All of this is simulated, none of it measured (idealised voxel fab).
Module name: voxel transistor to metal (process module)
Each square cell in cross-section cut measures 5 nm, and the section as a whole is 180 nm wide.
This document writes a cross-section as a grid whose cells are square, and gives it as bands, listed from the top down; one or more rows of cells form a band. First you get the band's top height and its bottom height, in nm, and then the materials it's made of, left to right, with each width in nm. If you see a single material with "everywhere", that one covers the band edge to edge. "empty" is empty space. All heights in this document are referenced to 0, defined as the level beneath which the wafer, as received, consists entirely of one material. The lowest band is not bounded below; it extends indefinitely downward and is written in the form "0 -> down". Quick explanation for "30 to 40": the width changes in equal steps down the rows of cells, from the first number in the band's top row to the second number in its bottom row. Step note "nothing was modified" = no cross-section cell changed. "Unvented internal voids" contains a list of empty spaces, each no smaller than 8 cells and without an open way to the top, written in the form width x height at distance with the distance from the left edge and all three in nm. On each step's line, the part that comes after the settings is the simulator's own comment on the step. overlay nm: right-of-plan distance of the mask on a masked step; negative values mean left-of-plan.

Process steps (planned)
1 RECEIVE with material Si
2 OXIDIZE with depth nm 5
3 CONFORMAL_DEP with material SiN, thk nm 10
4 DIRECTIONAL_DEP with material aC, thk nm 15
5 PATTERN with tone cover, mask id ACTIVE, material resist, width nm 125, thk nm 35, overlay nm 0
6 DIRECTIONAL_ETCH with etch materials aC, depth nm 15
7 STRIP with etch materials resist
8 DIRECTIONAL_ETCH with etch materials SiN, depth nm 10
9 DIRECTIONAL_ETCH with etch materials SiO2, depth nm 5
10 DIRECTIONAL_ETCH with etch materials Si, depth nm 35
11 STRIP with etch materials aC
12 OXIDIZE with depth nm 5
13 FILL_DEP with material SiO2, thk nm 5
14 CMP with height nm 10
15 SELECTIVE_ETCH with etch materials SiO2, depth nm 5
16 STRIP with etch materials SiN
17 SELECTIVE_ETCH with etch materials SiO2, depth nm 5
18 OXIDIZE with depth nm 5
19 DIRECTIONAL_DEP with material polySi, thk nm 25
20 DIRECTIONAL_DEP with material SiCN, thk nm 15
21 DIRECTIONAL_DEP with material aC, thk nm 10
22 PATTERN with tone cover, mask id GATE, material resist, width nm 35, thk nm 30, overlay nm 0
23 DIRECTIONAL_ETCH with etch materials aC, depth nm 10
24 STRIP with etch materials resist
25 DIRECTIONAL_ETCH with etch materials SiCN, depth nm 25
26 DIRECTIONAL_ETCH with etch materials polySi, depth nm 35
27 STRIP with etch materials aC
28 CONFORMAL_DEP with material SiN, thk nm 5
29 DIRECTIONAL_ETCH with etch materials SiN, depth nm 5
30 DIRECTIONAL_ETCH with etch materials SiO2, depth nm 5
31 DIRECTIONAL_ETCH with etch materials Si, depth nm 5
32 EPI with material pSi, thk nm 10
33 FILL_DEP with material SiO2, thk nm 10
34 CMP with height nm 20
35 STRIP with etch materials polySi
36 SELECTIVE_ETCH with etch materials SiO2, depth nm 5
37 CONFORMAL_DEP with material HfO2, thk nm 5
38 CONFORMAL_DEP with material TiN, thk nm 5
39 FILL_DEP with material W, thk nm 10
40 CMP with height nm 15
41 DIRECTIONAL_DEP with material SiO2, thk nm 10
42 MASKED_ETCH with tone open, mask id CONTACT, width nm 15, pitch nm 90, etch materials SiO2, depth nm 30, overlay nm 0
43 CONFORMAL_DEP with material TiN, thk nm 5
44 FILL_DEP with material W, thk nm 5
45 CMP with height nm 25
46 CONFORMAL_DEP with material SiN, thk nm 5
47 DIRECTIONAL_DEP with material lowk, thk nm 20
48 PATTERN with tone open, mask id METAL_1, material resist, width nm 15, pitch nm 90, thk nm 15, overlay nm 0
49 DIRECTIONAL_ETCH with etch materials lowk, depth nm 20
50 DIRECTIONAL_ETCH with etch materials SiN, depth nm 5
51 STRIP with etch materials resist
52 CONFORMAL_DEP with material TiN, thk nm 5
53 FILL_DEP with material Cu, thk nm 5
54 CMP with height nm 50
55 EPI with material Ru, thk nm 5
56 FILL_DEP with material SiCN, thk nm 5

First wafer, two in total, run as planned

Shown in cross-section is the wafer as received, that is, as it stands after step 1
- 0 -> down  Si everywhere
- Unvented internal voids: none

The following cross-section depicts the wafer upon completion of step 2
- 0 -> -5  SiO2 everywhere
- For the remainder of the cross-section, below -5, there is no change.

The following cross-section depicts the wafer upon completion of step 3
- 10 -> 0  SiN everywhere
- For the remainder of the cross-section, below 0, there is no change.

The following cross-section depicts the wafer upon completion of step 4
- 25 -> 10  aC everywhere
- For the remainder of the cross-section, below 10, there is no change.

The following cross-section depicts the wafer upon completion of step 5
- 60 -> 25  empty=25 | resist=125 | empty=30
- For the remainder of the cross-section, below 25, there is no change.

The following cross-section depicts the wafer upon completion of step 6
- 45 -> 25  empty=25 | resist=125 | empty=30
- 25 -> 10  empty=25 | aC=125 | empty=30
- For the remainder of the cross-section, below 10, there is no change.

The following cross-section depicts the wafer upon completion of step 7
- 25 -> 10  empty=25 | aC=125 | empty=30
- For the remainder of the cross-section, below 10, there is no change.

The following cross-section depicts the wafer upon completion of step 8
- 25 -> 10  empty=25 | aC=125 | empty=30
- 10 -> 0  empty=25 | SiN=125 | empty=30
- For the remainder of the cross-section, below 0, there is no change.

The following cross-section depicts the wafer upon completion of step 9
- 25 -> 10  empty=25 | aC=125 | empty=30
- 10 -> 0  empty=25 | SiN=125 | empty=30
- 0 -> -5  empty=25 | SiO2=125 | empty=30
- For the remainder of the cross-section, below -5, there is no change.

The following cross-section depicts the wafer upon completion of step 10
- 25 -> 10  empty=25 | aC=125 | empty=30
- 10 -> 0  empty=25 | SiN=125 | empty=30
- 0 -> -5  empty=25 | SiO2=125 | empty=30
- -5 -> -40  empty=25 | Si=125 | empty=30
- For the remainder of the cross-section, below -40, there is no change.

The following cross-section depicts the wafer upon completion of step 11
- 10 -> 0  empty=25 | SiN=125 | empty=30
- For the remainder of the cross-section, below 0, there is no change.

The following cross-section depicts the wafer upon completion of step 12
- 10 -> 0  empty=25 | SiN=125 | empty=30
- 0 -> -5  empty=25 | SiO2=125 | empty=30
- -5 -> -40  empty=25 | SiO2=5 | Si=115 | SiO2=5 | empty=30
- -40 -> -45  SiO2=30 | Si=115 | SiO2=35
- For the remainder of the cross-section, below -45, there is no change.

The following cross-section depicts the wafer upon completion of step 13
- 15 -> 10  SiO2 everywhere
- 10 -> 0  SiO2=25 | SiN=125 | SiO2=30
- 0 -> -5  SiO2 everywhere
- -5 -> -45  SiO2=30 | Si=115 | SiO2=35
- For the remainder of the cross-section, below -45, there is no change.

The following cross-section depicts the wafer upon completion of step 14
- 10 -> 0  SiO2=25 | SiN=125 | SiO2=30
- For the remainder of the cross-section, below 0, there is no change.

The following cross-section depicts the wafer upon completion of step 15
- 10 -> 5  empty=25 | SiN=125 | empty=30
- For the remainder of the cross-section, below 5, there is no change.

The following cross-section depicts the wafer upon completion of step 16
- 5 -> 0  SiO2=25 | empty=125 | SiO2=30
- For the remainder of the cross-section, below 0, there is no change.

The following cross-section depicts the wafer upon completion of step 17
- 0 -> -5  SiO2=20 | empty=135 | SiO2=25
- For the remainder of the cross-section, below -5, there is no change.

The following cross-section depicts the wafer upon completion of step 18
- 0 -> -5  SiO2=20 | empty=135 | SiO2=25
- -5 -> -10  SiO2 everywhere
- For the remainder of the cross-section, below -10, there is no change.

The following cross-section depicts the wafer upon completion of step 19
- 25 -> 20  polySi=20 | empty=135 | polySi=25
- 20 -> 0  polySi everywhere
- 0 -> -5  SiO2=20 | polySi=135 | SiO2=25
- For the remainder of the cross-section, below -5, there is no change.

The following cross-section depicts the wafer upon completion of step 20
- 40 -> 35  SiCN=20 | empty=135 | SiCN=25
- 35 -> 25  SiCN everywhere
- 25 -> 20  polySi=20 | SiCN=135 | polySi=25
- For the remainder of the cross-section, below 20, there is no change.

The following cross-section depicts the wafer upon completion of step 21
- 50 -> 45  aC=20 | empty=135 | aC=25
- 45 -> 40  aC everywhere
- 40 -> 35  SiCN=20 | aC=135 | SiCN=25
- For the remainder of the cross-section, below 35, there is no change.

The following cross-section depicts the wafer upon completion of step 22
- 80 -> 50  empty=70 | resist=35 | empty=75
- 50 -> 45  aC=20 | empty=50 | resist=35 | empty=50 | aC=25
- For the remainder of the cross-section, below 45, there is no change.

The following cross-section depicts the wafer upon completion of step 23
- 70 -> 45  empty=70 | resist=35 | empty=75
- 45 -> 40  empty=70 | aC=35 | empty=75
- 40 -> 35  SiCN=20 | empty=50 | aC=35 | empty=50 | SiCN=25
- For the remainder of the cross-section, below 35, there is no change.

The following cross-section depicts the wafer upon completion of step 24
- 45 -> 40  empty=70 | aC=35 | empty=75
- For the remainder of the cross-section, below 40, there is no change.

The following cross-section depicts the wafer upon completion of step 25
- 45 -> 35  empty=70 | aC=35 | empty=75
- 35 -> 25  empty=70 | SiCN=35 | empty=75
- 25 -> 20  polySi=20 | empty=50 | SiCN=35 | empty=50 | polySi=25
- For the remainder of the cross-section, below 20, there is no change.

The following cross-section depicts the wafer upon completion of step 26
- 45 -> 35  empty=70 | aC=35 | empty=75
- 35 -> 20  empty=70 | SiCN=35 | empty=75
- 20 -> 0  empty=70 | polySi=35 | empty=75
- 0 -> -5  SiO2=20 | empty=50 | polySi=35 | empty=50 | SiO2=25
- For the remainder of the cross-section, below -5, there is no change.

The following cross-section depicts the wafer upon completion of step 27
- 35 -> 20  empty=70 | SiCN=35 | empty=75
- For the remainder of the cross-section, below 20, there is no change.

The following cross-section depicts the wafer upon completion of step 28
- 40 -> 35  empty=65 | SiN=45 | empty=70
- 35 -> 20  empty=65 | SiN=5 | SiCN=35 | SiN=5 | empty=70
- 20 -> 5  empty=65 | SiN=5 | polySi=35 | SiN=5 | empty=70
- 5 -> 0  SiN=25 | empty=40 | SiN=5 | polySi=35 | SiN=5 | empty=40 | SiN=30
- 0 -> -5  SiO2=20 | SiN=50 | polySi=35 | SiN=50 | SiO2=25
- For the remainder of the cross-section, below -5, there is no change.

The following cross-section depicts the wafer upon completion of step 29
- 35 -> 20  empty=65 | SiN=5 | SiCN=35 | SiN=5 | empty=70
- 20 -> 0  empty=65 | SiN=5 | polySi=35 | SiN=5 | empty=70
- 0 -> -5  SiO2=20 | SiN=5 | empty=40 | SiN=5 | polySi=35 | SiN=5 | empty=40 | SiN=5 | SiO2=25
- For the remainder of the cross-section, below -5, there is no change.

The following cross-section depicts the wafer upon completion of step 30
- 35 -> 20  empty=65 | SiN=5 | SiCN=35 | SiN=5 | empty=70
- 20 -> 0  empty=65 | SiN=5 | polySi=35 | SiN=5 | empty=70
- 0 -> -5  empty=20 | SiN=5 | empty=40 | SiN=5 | polySi=35 | SiN=5 | empty=40 | SiN=5 | empty=25
- -5 -> -10  SiO2=25 | empty=40 | SiO2=45 | empty=40 | SiO2=30
- For the remainder of the cross-section, below -10, there is no change.

The following cross-section depicts the wafer upon completion of step 31
- 35 -> 20  empty=65 | SiN=5 | SiCN=35 | SiN=5 | empty=70
- 20 -> 0  empty=65 | SiN=5 | polySi=35 | SiN=5 | empty=70
- 0 -> -5  empty=20 | SiN=5 | empty=40 | SiN=5 | polySi=35 | SiN=5 | empty=40 | SiN=5 | empty=25
- -5 -> -10  SiO2=25 | empty=40 | SiO2=45 | empty=40 | SiO2=30
- -10 -> -15  SiO2=30 | empty=35 | Si=45 | empty=35 | SiO2=35
- For the remainder of the cross-section, below -15, there is no change.

The following cross-section depicts the wafer upon completion of step 32
- 35 -> 20  empty=65 | SiN=5 | SiCN=35 | SiN=5 | empty=70
- 20 -> 0  empty=65 | SiN=5 | polySi=35 | SiN=5 | empty=70
- 0 -> -5  empty=20 | SiN=5 | empty=30 | pSi=10 | SiN=5 | polySi=35 | SiN=5 | pSi=10 | empty=30 | SiN=5 | empty=25
- -5 -> -10  SiO2=25 | pSi=40 | SiO2=45 | pSi=40 | SiO2=30
- -10 -> -15  SiO2=30 | pSi=35 | Si=45 | pSi=35 | SiO2=35
- For the remainder of the cross-section, below -15, there is no change.

The following cross-section depicts the wafer upon completion of step 33
- 45 -> 35  SiO2 everywhere
- 35 -> 20  SiO2=65 | SiN=5 | SiCN=35 | SiN=5 | SiO2=70
- 20 -> 0  SiO2=65 | SiN=5 | polySi=35 | SiN=5 | SiO2=70
- 0 -> -5  SiO2=20 | SiN=5 | SiO2=30 | pSi=10 | SiN=5 | polySi=35 | SiN=5 | pSi=10 | SiO2=30 | SiN=5 | SiO2=25
- For the remainder of the cross-section, below -5, there is no change.

The following cross-section depicts the wafer upon completion of step 34
- 20 -> 0  SiO2=65 | SiN=5 | polySi=35 | SiN=5 | SiO2=70
- For the remainder of the cross-section, below 0, there is no change.

The following cross-section depicts the wafer upon completion of step 35
- 20 -> 0  SiO2=65 | SiN=5 | empty=35 | SiN=5 | SiO2=70
- 0 -> -5  SiO2=20 | SiN=5 | SiO2=30 | pSi=10 | SiN=5 | empty=35 | SiN=5 | pSi=10 | SiO2=30 | SiN=5 | SiO2=25
- For the remainder of the cross-section, below -5, there is no change.

The following cross-section depicts the wafer upon completion of step 36
- 20 -> 15  empty=65 | SiN=5 | empty=35 | SiN=5 | empty=70
- 15 -> 0  SiO2=65 | SiN=5 | empty=35 | SiN=5 | SiO2=70
- 0 -> -5  SiO2=20 | SiN=5 | SiO2=30 | pSi=10 | SiN=5 | empty=35 | SiN=5 | pSi=10 | SiO2=30 | SiN=5 | SiO2=25
- -5 -> -10  SiO2=25 | pSi=40 | empty=45 | pSi=40 | SiO2=30
- For the remainder of the cross-section, below -10, there is no change.

The following cross-section depicts the wafer upon completion of step 37
- 25 -> 20  empty=60 | HfO2=15 | empty=25 | HfO2=15 | empty=65
- 20 -> 15  HfO2=65 | SiN=5 | HfO2=5 | empty=25 | HfO2=5 | SiN=5 | HfO2=70
- 15 -> 0  SiO2=65 | SiN=5 | HfO2=5 | empty=25 | HfO2=5 | SiN=5 | SiO2=70
- 0 -> -5  SiO2=20 | SiN=5 | SiO2=30 | pSi=10 | SiN=5 | HfO2=5 | empty=25 | HfO2=5 | SiN=5 | pSi=10 | SiO2=30 | SiN=5 | SiO2=25
- -5 -> -10  SiO2=25 | pSi=40 | HfO2=45 | pSi=40 | SiO2=30
- For the remainder of the cross-section, below -10, there is no change.

The following cross-section depicts the wafer upon completion of step 38
- 30 -> 25  empty=55 | TiN=25 | empty=15 | TiN=25 | empty=60
- 25 -> 20  TiN=60 | HfO2=15 | TiN=5 | empty=15 | TiN=5 | HfO2=15 | TiN=65
- 20 -> 15  HfO2=65 | SiN=5 | HfO2=5 | TiN=5 | empty=15 | TiN=5 | HfO2=5 | SiN=5 | HfO2=70
- 15 -> 0  SiO2=65 | SiN=5 | HfO2=5 | TiN=5 | empty=15 | TiN=5 | HfO2=5 | SiN=5 | SiO2=70
- 0 -> -5  SiO2=20 | SiN=5 | SiO2=30 | pSi=10 | SiN=5 | HfO2=5 | TiN=25 | HfO2=5 | SiN=5 | pSi=10 | SiO2=30 | SiN=5 | SiO2=25
- For the remainder of the cross-section, below -5, there is no change.

The following cross-section depicts the wafer upon completion of step 39
- 40 -> 30  W everywhere
- 30 -> 25  W=55 | TiN=25 | W=15 | TiN=25 | W=60
- 25 -> 20  TiN=60 | HfO2=15 | TiN=5 | W=15 | TiN=5 | HfO2=15 | TiN=65
- 20 -> 15  HfO2=65 | SiN=5 | HfO2=5 | TiN=5 | W=15 | TiN=5 | HfO2=5 | SiN=5 | HfO2=70
- 15 -> 0  SiO2=65 | SiN=5 | HfO2=5 | TiN=5 | W=15 | TiN=5 | HfO2=5 | SiN=5 | SiO2=70
- For the remainder of the cross-section, below 0, there is no change.

The following cross-section depicts the wafer upon completion of step 40
- 15 -> 0  SiO2=65 | SiN=5 | HfO2=5 | TiN=5 | W=15 | TiN=5 | HfO2=5 | SiN=5 | SiO2=70
- For the remainder of the cross-section, below 0, there is no change.

The following cross-section depicts the wafer upon completion of step 41
- 25 -> 15  SiO2 everywhere
- For the remainder of the cross-section, below 15, there is no change.

The following cross-section depicts the wafer upon completion of step 42
- 25 -> 15  SiO2=35 | empty=15 | SiO2=75 | empty=15 | SiO2=40
- 15 -> 0  SiO2=35 | empty=15 | SiO2=15 | SiN=5 | HfO2=5 | TiN=5 | W=15 | TiN=5 | HfO2=5 | SiN=5 | SiO2=15 | empty=15 | SiO2=40
- 0 -> -5  SiO2=20 | SiN=5 | SiO2=10 | empty=15 | SiO2=5 | pSi=10 | SiN=5 | HfO2=5 | TiN=25 | HfO2=5 | SiN=5 | pSi=10 | SiO2=5 | empty=15 | SiO2=10 | SiN=5 | SiO2=25
- For the remainder of the cross-section, below -5, there is no change.

The following cross-section depicts the wafer upon completion of step 43
- 30 -> 25  TiN=40 | empty=5 | TiN=85 | empty=5 | TiN=45
- 25 -> 15  SiO2=35 | TiN=5 | empty=5 | TiN=5 | SiO2=75 | TiN=5 | empty=5 | TiN=5 | SiO2=40
- 15 -> 0  SiO2=35 | TiN=5 | empty=5 | TiN=5 | SiO2=15 | SiN=5 | HfO2=5 | TiN=5 | W=15 | TiN=5 | HfO2=5 | SiN=5 | SiO2=15 | TiN=5 | empty=5 | TiN=5 | SiO2=40
- 0 -> -5  SiO2=20 | SiN=5 | SiO2=10 | TiN=15 | SiO2=5 | pSi=10 | SiN=5 | HfO2=5 | TiN=25 | HfO2=5 | SiN=5 | pSi=10 | SiO2=5 | TiN=15 | SiO2=10 | SiN=5 | SiO2=25
- For the remainder of the cross-section, below -5, there is no change.

The following cross-section depicts the wafer upon completion of step 44
- 35 -> 30  W everywhere
- 30 -> 25  TiN=40 | W=5 | TiN=85 | W=5 | TiN=45
- 25 -> 15  SiO2=35 | TiN=5 | W=5 | TiN=5 | SiO2=75 | TiN=5 | W=5 | TiN=5 | SiO2=40
- 15 -> 0  SiO2=35 | TiN=5 | W=5 | TiN=5 | SiO2=15 | SiN=5 | HfO2=5 | TiN=5 | W=15 | TiN=5 | HfO2=5 | SiN=5 | SiO2=15 | TiN=5 | W=5 | TiN=5 | SiO2=40
- For the remainder of the cross-section, below 0, there is no change.

The following cross-section depicts the wafer upon completion of step 45
- 25 -> 15  SiO2=35 | TiN=5 | W=5 | TiN=5 | SiO2=75 | TiN=5 | W=5 | TiN=5 | SiO2=40
- For the remainder of the cross-section, below 15, there is no change.

The following cross-section depicts the wafer upon completion of step 46
- 30 -> 25  SiN everywhere
- For the remainder of the cross-section, below 25, there is no change.

The following cross-section depicts the wafer upon completion of step 47
- 50 -> 30  lowk everywhere
- For the remainder of the cross-section, below 30, there is no change.

The following cross-section depicts the wafer upon completion of step 48
- 65 -> 50  resist=35 | empty=15 | resist=75 | empty=15 | resist=40
- For the remainder of the cross-section, below 50, there is no change.

The following cross-section depicts the wafer upon completion of step 49
- 65 -> 50  resist=35 | empty=15 | resist=75 | empty=15 | resist=40
- 50 -> 30  lowk=35 | empty=15 | lowk=75 | empty=15 | lowk=40
- For the remainder of the cross-section, below 30, there is no change.

The following cross-section depicts the wafer upon completion of step 50
- 65 -> 50  resist=35 | empty=15 | resist=75 | empty=15 | resist=40
- 50 -> 30  lowk=35 | empty=15 | lowk=75 | empty=15 | lowk=40
- 30 -> 25  SiN=35 | empty=15 | SiN=75 | empty=15 | SiN=40
- For the remainder of the cross-section, below 25, there is no change.

The following cross-section depicts the wafer upon completion of step 51
- 50 -> 30  lowk=35 | empty=15 | lowk=75 | empty=15 | lowk=40
- For the remainder of the cross-section, below 30, there is no change.

The following cross-section depicts the wafer upon completion of step 52
- 55 -> 50  TiN=40 | empty=5 | TiN=85 | empty=5 | TiN=45
- 50 -> 30  lowk=35 | TiN=5 | empty=5 | TiN=5 | lowk=75 | TiN=5 | empty=5 | TiN=5 | lowk=40
- 30 -> 25  SiN=35 | TiN=15 | SiN=75 | TiN=15 | SiN=40
- For the remainder of the cross-section, below 25, there is no change.

The following cross-section depicts the wafer upon completion of step 53
- 60 -> 55  Cu everywhere
- 55 -> 50  TiN=40 | Cu=5 | TiN=85 | Cu=5 | TiN=45
- 50 -> 30  lowk=35 | TiN=5 | Cu=5 | TiN=5 | lowk=75 | TiN=5 | Cu=5 | TiN=5 | lowk=40
- For the remainder of the cross-section, below 30, there is no change.

The following cross-section depicts the wafer upon completion of step 54
- 50 -> 30  lowk=35 | TiN=5 | Cu=5 | TiN=5 | lowk=75 | TiN=5 | Cu=5 | TiN=5 | lowk=40
- For the remainder of the cross-section, below 30, there is no change.

The following cross-section depicts the wafer upon completion of step 55
- 55 -> 50  empty=30 | Ru=25 | empty=65 | Ru=25 | empty=35
- For the remainder of the cross-section, below 50, there is no change.

The following cross-section depicts the wafer upon completion of step 56
- 60 -> 55  SiCN everywhere
- 55 -> 50  SiCN=30 | Ru=25 | SiCN=65 | Ru=25 | SiCN=35
- For the remainder of the cross-section, below 50, there is no change.

Second wafer - shared start and plan with the first - one error in running - same as the first up to step 41 inclusive

Cross-section of the second wafer at the time by which step 42 should have been completed according to the plan
- 25 -> 15  SiO2=35 | empty=15 | SiO2=75 | empty=15 | SiO2=40
- 15 -> 0  SiO2=35 | empty=15 | SiO2=15 | SiN=5 | HfO2=5 | TiN=5 | W=15 | TiN=5 | HfO2=5 | SiN=5 | SiO2=15 | empty=15 | SiO2=40
- 0 -> -5  SiO2=20 | SiN=5 | SiO2=10 | empty=15 | SiO2=5 | pSi=10 | SiN=5 | HfO2=5 | TiN=25 | HfO2=5 | SiN=5 | pSi=10 | SiO2=5 | empty=15 | SiO2=10 | SiN=5 | SiO2=25
- For the remainder of the cross-section, below -5, there is no change.

Cross-section of the second wafer at the time by which step 43 should have been completed according to the plan
- 30 -> 25  TiN=40 | empty=5 | TiN=85 | empty=5 | TiN=45
- 25 -> 15  SiO2=35 | TiN=5 | empty=5 | TiN=5 | SiO2=75 | TiN=5 | empty=5 | TiN=5 | SiO2=40
- 15 -> 0  SiO2=35 | TiN=5 | empty=5 | TiN=5 | SiO2=15 | SiN=5 | HfO2=5 | TiN=5 | W=15 | TiN=5 | HfO2=5 | SiN=5 | SiO2=15 | TiN=5 | empty=5 | TiN=5 | SiO2=40
- 0 -> -5  SiO2=20 | SiN=5 | SiO2=10 | TiN=15 | SiO2=5 | pSi=10 | SiN=5 | HfO2=5 | TiN=25 | HfO2=5 | SiN=5 | pSi=10 | SiO2=5 | TiN=15 | SiO2=10 | SiN=5 | SiO2=25
- For the remainder of the cross-section, below -5, there is no change.

Cross-section of the second wafer at the time by which step 44 should have been completed according to the plan
- 35 -> 30  W everywhere
- 30 -> 25  TiN=40 | W=5 | TiN=85 | W=5 | TiN=45
- 25 -> 15  SiO2=35 | TiN=5 | W=5 | TiN=5 | SiO2=75 | TiN=5 | W=5 | TiN=5 | SiO2=40
- 15 -> 0  SiO2=35 | TiN=5 | W=5 | TiN=5 | SiO2=15 | SiN=5 | HfO2=5 | TiN=5 | W=15 | TiN=5 | HfO2=5 | SiN=5 | SiO2=15 | TiN=5 | W=5 | TiN=5 | SiO2=40
- For the remainder of the cross-section, below 0, there is no change.

Cross-section of the second wafer at the time by which step 45 should have been completed according to the plan
- 25 -> 15  SiO2=35 | TiN=5 | W=5 | TiN=5 | SiO2=75 | TiN=5 | W=5 | TiN=5 | SiO2=40
- For the remainder of the cross-section, below 15, there is no change.

Cross-section of the second wafer at the time by which step 46 should have been completed according to the plan
- 30 -> 25  SiN everywhere
- For the remainder of the cross-section, below 25, there is no change.

Cross-section of the second wafer at the time by which step 47 should have been completed according to the plan
- 50 -> 30  lowk everywhere
- For the remainder of the cross-section, below 30, there is no change.

Cross-section of the second wafer at the time by which step 48 should have been completed according to the plan
- 65 -> 50  resist=35 | empty=15 | resist=75 | empty=15 | resist=40
- For the remainder of the cross-section, below 50, there is no change.

Cross-section of the second wafer at the time by which step 49 should have been completed according to the plan
- 65 -> 50  resist=35 | empty=15 | resist=75 | empty=15 | resist=40
- 50 -> 30  lowk=35 | empty=15 | lowk=75 | empty=15 | lowk=40
- For the remainder of the cross-section, below 30, there is no change.

Cross-section of the second wafer at the time by which step 50 should have been completed according to the plan
- 65 -> 50  resist=35 | empty=15 | resist=75 | empty=15 | resist=40
- 50 -> 30  lowk=35 | empty=15 | lowk=75 | empty=15 | lowk=40
- 30 -> 25  SiN=35 | empty=15 | SiN=75 | empty=15 | SiN=40
- For the remainder of the cross-section, below 25, there is no change.

Cross-section of the second wafer at the time by which step 51 should have been completed according to the plan
- 50 -> 30  lowk=35 | empty=15 | lowk=75 | empty=15 | lowk=40
- For the remainder of the cross-section, below 30, there is no change.

Cross-section of the second wafer at the time by which step 52 should have been completed according to the plan
- 55 -> 50  TiN=40 | empty=5 | TiN=85 | empty=5 | TiN=45
- 50 -> 30  lowk=35 | TiN=5 | empty=5 | TiN=5 | lowk=75 | TiN=5 | empty=5 | TiN=5 | lowk=40
- 30 -> 25  SiN=35 | TiN=15 | SiN=75 | TiN=15 | SiN=40
- For the remainder of the cross-section, below 25, there is no change.

Cross-section of the second wafer at the time by which step 53 should have been completed according to the plan
- 60 -> 55  Cu everywhere
- 55 -> 50  TiN=40 | Cu=5 | TiN=85 | Cu=5 | TiN=45
- 50 -> 30  lowk=35 | TiN=5 | Cu=5 | TiN=5 | lowk=75 | TiN=5 | Cu=5 | TiN=5 | lowk=40
- For the remainder of the cross-section, below 30, there is no change.

Cross-section of the second wafer at the time by which step 54 should have been completed according to the plan
- 50 -> 30  lowk=35 | TiN=5 | Cu=5 | TiN=5 | lowk=75 | TiN=5 | Cu=5 | TiN=5 | lowk=40
- For the remainder of the cross-section, below 30, there is no change.

Cross-section of the second wafer at the time by which step 55 should have been completed according to the plan
- 55 -> 50  empty=30 | Ru=25 | empty=65 | Ru=25 | empty=35
- For the remainder of the cross-section, below 50, there is no change.

Cross-section of the second wafer at the time by which step 56 should have been completed according to the plan
- 60 -> 55  SiCN everywhere
- 55 -> 50  SiCN=30 | Ru=25 | SiCN=65 | Ru=25 | SiCN=35
- For the remainder of the cross-section, below 50, there is no change.
Deviation from plan: step 42 was run twice
Honestly, by the end the two wafers have the same cross-section, so the mistake just doesn't show up in what this model computes.
